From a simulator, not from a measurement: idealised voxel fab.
The process module presented herein is designated voxel wiring stack.
It is cross-section cut that appears here, measuring 260 nm in width, its square cells being 5 nm in size.
For the purposes of this document, a cross-section shall be understood as a grid of square cells, specified as bands listed in top-to-bottom order, each band consisting of one or more rows of cells. Top, bottom (nm), then materials left to right with widths (nm); lone material tagged "full width" fills the whole band edge to edge; "blank" = empty space. Measure heights from 0. That's the level where, below it, the as-received wafer is all one material. The lowest band is bottomless and extends downward; write it as in "0 down". You'd read "30 to 40" like this: the band's top row of cells is as wide as the first number, its bottom row is as wide as the second, and going down, every row changes width by the same amount as the row before did. Reading "identical to before" for a step: not a cell of the cross-section changed in it. Closed empty spaces (no open way to the top) of 8 cells or more are what "Cavities, closed" lists, each as width x height at distance from the left edge, nm for all three. Note: text after step settings on the step line = simulator remark on that step. The "overlay nm" setting may appear on a step's line; for a step that uses a mask, it gives how far to the right of its planned position the mask lay, and a negative value indicates the left.
Below is the list of planned process steps
| 1 | RECEIVE: material Si |
| 2 | CONFORMAL_DEP: material SiO2, thk nm 15 |
| 3 | CONFORMAL_DEP: material SiCN, thk nm 5 |
| 4 | DIRECTIONAL_DEP: material lowk, thk nm 15 |
| 5 | DIRECTIONAL_DEP: material aC, thk nm 10 |
| 6 | PATTERN: tone open, mask id METAL_1, material resist, width nm 30, pitch nm 45, thk nm 30, overlay nm 0 |
| 7 | DIRECTIONAL_ETCH: etch materials aC, depth nm 10 |
| 8 | STRIP: etch materials resist |
| 9 | DIRECTIONAL_ETCH: etch materials lowk, depth nm 15 |
| 10 | DIRECTIONAL_ETCH: etch materials SiCN, depth nm 5 |
| 11 | STRIP: etch materials aC |
| 12 | CONFORMAL_DEP: material TiN, thk nm 5 |
| 13 | FILL_DEP: material Ru, thk nm 10 |
| 14 | CMP: height nm 35 |
| 15 | CONFORMAL_DEP: material SiCN, thk nm 5 |
| 16 | DIRECTIONAL_DEP: material SiO2, thk nm 30 |
| 17 | PATTERN: tone open, mask id METAL_2, material resist, width nm 30, pitch nm 45, thk nm 20, overlay nm 0 |
| 18 | DIRECTIONAL_ETCH: etch materials SiO2, depth nm 20 |
| 19 | STRIP: etch materials resist |
| 20 | PATTERN: tone open, mask id METAL_2_HOLES, material resist, width nm 15, pitch nm 45, thk nm 20, overlay nm 0 |
| 21 | DIRECTIONAL_ETCH: etch materials SiO2, depth nm 10 |
| 22 | DIRECTIONAL_ETCH: etch materials SiCN, depth nm 5 |
| 23 | STRIP: etch materials resist |
| 24 | CONFORMAL_DEP: material TiN, thk nm 5 |
| 25 | FILL_DEP: material Cu, thk nm 5 |
| 26 | CMP: height nm 70 |
| 27 | CONFORMAL_DEP: material SiCN, thk nm 5 |
| 28 | DIRECTIONAL_DEP: material lowk, thk nm 30 |
| 29 | DIRECTIONAL_DEP: material aC, thk nm 15 |
| 30 | PATTERN: tone open, mask id METAL_3_HOLES, material resist, width nm 15, pitch nm 45, thk nm 35, overlay nm 0 |
| 31 | DIRECTIONAL_ETCH: etch materials aC, depth nm 15 |
| 32 | STRIP: etch materials resist |
| 33 | DIRECTIONAL_ETCH: etch materials lowk, depth nm 30 |
| 34 | STRIP: etch materials aC |
| 35 | MASKED_ETCH: tone open, mask id METAL_3, width nm 30, pitch nm 45, etch materials lowk, depth nm 15, overlay nm 0 |
| 36 | MASKED_ETCH: tone open, mask id METAL_3, width nm 30, pitch nm 45, etch materials SiCN, depth nm 5, overlay nm 0 |
| 37 | CONFORMAL_DEP: material TiN, thk nm 5 |
| 38 | FILL_DEP: material Cu, thk nm 5 |
| 39 | CMP: height nm 105 |
| 40 | CONFORMAL_DEP: material SiCN, thk nm 5 |
Wafer as received: cross-section following step 1
  0 down = Si full width
  Cavities, closed: none
Same starting wafer, same plan as above, one mistake in the execution; this is the cross-section at the end of the module
  110 to 105 = SiCN full width
  105 to 95 = lowk=40  TiN=5  Cu=25  TiN=5  lowk=10  TiN=5  Cu=25  TiN=5  lowk=10  TiN=5  Cu=25  TiN=5  lowk=10  TiN=5  Cu=25  TiN=5  lowk=50
  95 to 90 = lowk=40  TiN=5  Cu=15  TiN=15  lowk=10  TiN=5  Cu=15  TiN=15  lowk=10  TiN=5  Cu=15  TiN=15  lowk=10  TiN=5  Cu=15  TiN=15  lowk=50
  90 to 80 = lowk=40  TiN=5  Cu=15  TiN=5  lowk=20  TiN=5  Cu=15  TiN=5  lowk=20  TiN=5  Cu=15  TiN=5  lowk=20  TiN=5  Cu=15  TiN=5  lowk=60
  80 to 75 = lowk=40  TiN=10  Cu=10  TiN=5  lowk=20  TiN=10  Cu=10  TiN=5  lowk=20  TiN=10  Cu=10  TiN=5  lowk=20  TiN=10  Cu=10  TiN=5  lowk=60
  75 to 70 = SiCN=45  TiN=20  SiCN=25  TiN=20  SiCN=25  TiN=20  SiCN=25  TiN=20  SiCN=60
  70 to 55 = SiO2=45  TiN=5  Cu=20  TiN=5  SiO2=15  TiN=5  Cu=20  TiN=5  SiO2=15  TiN=5  Cu=20  TiN=5  SiO2=15  TiN=5  Cu=20  TiN=5  SiO2=50
  55 to 50 = SiO2=45  TiN=5  Cu=5  TiN=20  SiO2=15  TiN=5  Cu=5  TiN=20  SiO2=15  TiN=5  Cu=5  TiN=20  SiO2=15  TiN=5  Cu=5  TiN=20  SiO2=50
  50 to 40 = SiO2=45  TiN=5  Cu=5  TiN=5  SiO2=30  TiN=5  Cu=5  TiN=5  SiO2=30  TiN=5  Cu=5  TiN=5  SiO2=30  TiN=5  Cu=5  TiN=5  SiO2=65
  40 to 35 = SiCN=45  TiN=15  SiCN=30  TiN=15  SiCN=30  TiN=15  SiCN=30  TiN=15  SiCN=65
  35 to 20 = lowk=45  TiN=5  Ru=20  TiN=5  lowk=15  TiN=5  Ru=20  TiN=5  lowk=15  TiN=5  Ru=20  TiN=5  lowk=15  TiN=5  Ru=20  TiN=5  lowk=50
  20 to 15 = SiCN=45  TiN=30  SiCN=15  TiN=30  SiCN=15  TiN=30  SiCN=15  TiN=30  SiCN=50
  15 to 0 = SiO2 full width
  0 down = Si full width
  Cavities, closed: none
Where did the run depart from the plan? step 30 went in with a setting other than planned; the actual run was PATTERN: tone open, mask id METAL_3_HOLES, material resist, width nm 25, pitch nm 45, thk nm 35, overlay nm 0
